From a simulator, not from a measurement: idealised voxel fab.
voxel quadruple lines: a process module
The cross-section shown here is cut; it is 280 nm wide and divided into square cells measuring 5 nm on a side.
For the purposes of this document, a cross-section shall be understood as a grid of square cells, specified as bands listed in top-to-bottom order, each band consisting of one or more rows of cells.
What a band's entry tells you: where the top is and where the bottom is, as heights in nm, and after that what lies inside, material by material from left to right, each with its width in nm. Empty space is written as the word "empty", and a single material marked with the word "all across" occupies the band from edge to edge.
Height datum 0, below which the as-received substrate wafer is one material. Lowest band open at the bottom, running downward: "top 0, no bottom".
The width entry "30->40" should be interpreted row by row: the top row of cells in the band takes the first number, the bottom row takes the second number, and the change between adjacent rows is uniform throughout.
Basically "remained the same" means that step didn't change any cell in the cross-section.
If an empty space has no open way to the top and is at least 8 cells in size, "Entrapped voids" lists it, written width x height at distance, where distance is measured from the left edge and every value is in nm.
Note: text after step settings on the step line = simulator remark on that step.
You can add "overlay nm" to a step's line. For a step with a mask, it describes how far the mask lay to the right of its planned position, and a negative number describes a lay to the left.

# List of planned process steps
1,RECEIVE [material Si]
2,CONFORMAL_DEP [material SiO2] [thk nm 10]
3,DIRECTIONAL_DEP [material W] [thk nm 15]
4,DIRECTIONAL_DEP [material polySi] [thk nm 20]
5,DIRECTIONAL_DEP [material aC] [thk nm 20]
6,PATTERN [tone cover] [mask id MANDREL] [material resist] [width nm 30] [thk nm 25] [overlay nm 0]
7,DIRECTIONAL_ETCH [etch materials aC] [depth nm 20]
8,STRIP [etch materials resist]
9,CONFORMAL_DEP [material SiO2] [thk nm 10]
10,DIRECTIONAL_ETCH [etch materials SiO2] [depth nm 10]
11,STRIP [etch materials aC]
12,DIRECTIONAL_ETCH [etch materials polySi] [depth nm 20]
13,STRIP [etch materials SiO2]
14,CONFORMAL_DEP [material SiN] [thk nm 10]
15,DIRECTIONAL_ETCH [etch materials SiN] [depth nm 10]
16,STRIP [etch materials polySi]
17,DIRECTIONAL_ETCH [etch materials W] [depth nm 15]
18,STRIP [etch materials SiN]

# Shown in cross-section is the wafer as received, that is, as it stands after step 1
  top 0, no bottom: Si all across
  Entrapped voids: none

# First of two wafers: cross-section at end of module, run per plan
  top 25, bottom 10: empty=105, W=10, empty=10, W=10, empty=10, W=10, empty=10, W=10, empty=105
  top 10, bottom 0: SiO2 all across
  top 0, no bottom: Si all across
  Entrapped voids: none

# This cross-section belongs to the second wafer of two at the end of the module; the start and the plan were shared with the first, and the run included one mistake
  top 30, bottom 10: polySi all across
  top 10, bottom 0: SiO2 all across
  top 0, no bottom: Si all across
  Entrapped voids: none
Deviation from plan: steps 3 and 4 swapped
At the finish, the second wafer shows more or fewer cells for some materials than the first does: W -24, polySi +224
